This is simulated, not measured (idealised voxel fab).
Herein follows the process module entitled voxel ribs on slabs.
Section cut is 255 nm wide and gridded with 5 nm square cells.
Cross-sections here: square-cell grids, written as top-down lists of bands, a band being one or more rows of cells. Band: top and bottom heights (nm) first, top before bottom; then materials from left to right, widths in nm. "everywhere" marks a sole material filling the band edge to edge. "empty" denotes empty space. Basically, 0 is our baseline, since under it the wafer straight out of the box is all one material. The bottom band has no lower end and keeps on going down, so it looks like "0 down". The width entry "30 to 40" should be interpreted row by row: the top row of cells in the band takes the first number, the bottom row takes the second number, and the change between adjacent rows is uniform throughout. The designation "nothing altered", where it is given for a processing step, indicates that no cell of the cross-section was altered in the course of that step. Basically, "Entrapped void list" tells you about the enclosed voids: empty spaces with no open way to the top, 8 cells or bigger, each written width x height at distance, where distance is from the left edge, all in nm. Where a step's line continues beyond its settings, the continuation is a remark by the simulator itself on that step. overlay nm, on a step with a mask: how far to the right of its planned place the mask lay; to the left if negative.
# Planned process steps
| 1 | RECEIVE, material Si |
| 2 | DIRECTIONAL_DEP, material SiO2, thk nm 25 |
| 3 | DIRECTIONAL_DEP, material polySi, thk nm 15 |
| 4 | MASKED_ETCH, tone cover, mask id RIB, width nm 30, etch materials polySi, depth nm 5, overlay nm 0 |
| 5 | DIRECTIONAL_DEP, material aC, thk nm 10 |
| 6 | PATTERN, tone cover, mask id SLAB, material resist, width nm 70, thk nm 30, overlay nm 0 |
| 7 | DIRECTIONAL_ETCH, etch materials aC, depth nm 10 |
| 8 | STRIP, etch materials resist |
| 9 | DIRECTIONAL_ETCH, etch materials polySi, depth nm 10 |
| 10 | STRIP, etch materials aC |
| 11 | FILL_DEP, material SiO2, thk nm 30 |
| 12 | CMP, height nm 60 |
| 13 | DIRECTIONAL_DEP, material TiN, thk nm 10 |
| 14 | MASKED_ETCH, tone cover, mask id HEATER, width nm 40, etch materials TiN, depth nm 10, overlay nm 0 |
| 15 | CONFORMAL_DEP, material SiO2, thk nm 5 |
The depth nm used in step 4 is not the same on every wafer, whereas the starting condition is; the value printed in the plan is the first wafer's.
# The as-received cross-section of the first of several wafers corresponds to the state after step 1
	0 down: Si everywhere
	Entrapped void list: none
# Every row in this table is a wafer at the end of the module, and it gives, for each of the materials, the cells that wafer has gained (+) or lost (-) since it was received, then its closed voids
depth nm 5; +633 SiO2; +16 TiN; +34 polySi; Entrapped void list: none
depth nm 10; +641 SiO2; +16 TiN; +26 polySi; Entrapped void list: none
depth nm 15; +649 SiO2; +16 TiN; +18 polySi; Entrapped void list: none
depth nm 20; +649 SiO2; +16 TiN; +18 polySi; Entrapped void list: none
